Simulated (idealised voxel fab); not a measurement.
The process module that follows is named voxel ribs on slabs.
Each square cell in cross-section cut measures 5 nm, and the section as a whole is 250 nm wide.
Square cells in a grid make up a cross-section in this document, and the grid is given as bands, listed from the top down, each one or more rows of cells.
The band entry comprises the height of the band's top followed by the height of its bottom, expressed in nm, and subsequently the band's materials from left to right, each stated together with its width in nm. Where a single material is marked with the word "full width", that material fills the band from edge to edge. The word "blank" represents empty space.
Convention: height 0 is the level below which the wafer, as received, is all one material. The lowest band does not terminate at the bottom but continues downward, represented as "z 0 and below".
Note: "30 to 40" means the width goes from the first number (top row of the band) to the second number (bottom row) in equal steps per row of cells.
Where a step carries "no change occurred", the cross-section came out of it unchanged, cell for cell.
Heads up: "Cavities, sealed" only lists the empty pockets with no open path to the top that are 8 cells or more, and it writes them as width x height at distance, distance from the left edge, in nm.
Where a step's line continues beyond its settings, the continuation is a remark by the simulator itself on that step.
Steps that use a mask can have "overlay nm" on their line. It says how far the mask sat to the right of where it was meant to be. Negative means to the left.
Process steps (planned):
1 RECEIVE | material Si
2 DIRECTIONAL_DEP | material SiO2 | thk nm 20
3 DIRECTIONAL_DEP | material polySi | thk nm 20
4 MASKED_ETCH | tone cover | mask id RIB | width nm 20 | etch materials polySi | depth nm 5 | overlay nm 0
5 DIRECTIONAL_DEP | material aC | thk nm 10
6 PATTERN | tone cover | mask id SLAB | material resist | width nm 80 | thk nm 30 | overlay nm 0
7 DIRECTIONAL_ETCH | etch materials aC | depth nm 10
8 STRIP | etch materials resist
9 DIRECTIONAL_ETCH | etch materials polySi | depth nm 15
10 STRIP | etch materials aC
11 FILL_DEP | material SiO2 | thk nm 30
12 CMP | height nm 60
13 DIRECTIONAL_DEP | material W | thk nm 5
14 MASKED_ETCH | tone cover | mask id HEATER | width nm 30 | etch materials W | depth nm 5 | overlay nm 0
15 CONFORMAL_DEP | material SiN | thk nm 10
As received, after step 1:
z 0 and below: Si full width
Cavities, sealed: none
Looking at the first of two wafers in cross-section at end of module - ran to plan:
z 75 to 70: blank 100; SiN 50; blank 100
z 70 to 65: SiN full width
z 65 to 60: SiN 110; W 30; SiN 110
z 60 to 40: SiO2 full width
z 40 to 35: SiO2 115; polySi 20; SiO2 115
z 35 to 20: SiO2 85; polySi 80; SiO2 85
z 20 to 0: SiO2 full width
z 0 and below: Si full width
Cavities, sealed: none
Second of two wafers, module complete, sectioned: it shares the first wafer's start and plan but was run with one mistake:
z 75 to 70: blank 100; SiN 50; blank 100
z 70 to 65: SiN full width
z 65 to 60: SiN 110; W 30; SiN 110
z 60 to 20: SiO2 full width
z 20 to 0: polySi full width
z 0 and below: Si full width
Cavities, sealed: none
Error vs. plan: step 2 ran in the slot meant for step 3, and vice versa
Final comparison by cell count, materials where the second wafer has more or fewer than the first: SiO2: 148 fewer | polySi: 148 more
